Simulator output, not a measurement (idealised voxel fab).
Module name: voxel lift off (process module)
The figure presents cross-section cut, which has a width of 260 nm and is divided into square cells with an edge length of 5 nm.
Each cross-section below is a grid of square cells, stated as bands in top-down order, with one or more rows of cells making up each band. The band entry comprises the height of the band's top followed by the height of its bottom, expressed in nm, and subsequently the band's materials from left to right, each stated together with its width in nm. Where a single material is marked with the word "everywhere", that material fills the band from edge to edge. The word "blank" represents empty space. Note: height 0 marks the level under which the wafer is uniformly one material as received. Lowest band unbounded below, written "0 -> down". The two numbers in a width such as "30 to 40" mark its ends across the band: the first belongs to the top row of cells, the second to the bottom row, and from each row to the next the width moves by the same amount. For the purposes of this document, the phrase "no change occurred" attached to a step denotes that no cell within the cross-section was modified by that step. "Non-vented voids" - sealed voids, min. 8 cells, no opening to top; format: width x height at distance (distance from left edge; nm throughout). On a step's line, text after the settings is the simulator commenting on that step. The "overlay nm" setting may appear on a step's line; for a step that uses a mask, it gives how far to the right of its planned position the mask lay, and a negative value indicates the left.

LIST OF PLANNED PROCESS STEPS
1,RECEIVE | material Si
2,CONFORMAL_DEP | material SiO2 | thk nm 5
3,PATTERN | tone open | mask id LINES | material resist | width nm 25 | pitch nm 45 | thk nm 20 | overlay nm 0
4,DIRECTIONAL_DEP | material Ru | thk nm 10
5,STRIP | etch materials resist
6,CONFORMAL_DEP | material SiCN | thk nm 10

SO THIS IS THE INCOMING WAFER IN CROSS-SECTION - IT'S ALREADY BEEN THROUGH STEP 1
    0 -> down = Si everywhere
    Non-vented voids: none

FINAL CROSS-SECTION, MODULE RUN WITH ONE MISTAKE (START AND PLAN AS ABOVE)
    25 -> 15 = 60 blank  135 SiCN  65 blank
    15 -> 5 = 70 SiCN  25 Ru  20 SiCN  25 Ru  20 SiCN  25 Ru  75 SiCN
    5 -> 0 = SiCN everywhere
    0 -> down = Si everywhere
    Non-vented voids: none
Against the plan, the run slipped here: step 2 changed vs plan, executed as CONFORMAL_DEP | material SiCN | thk nm 5
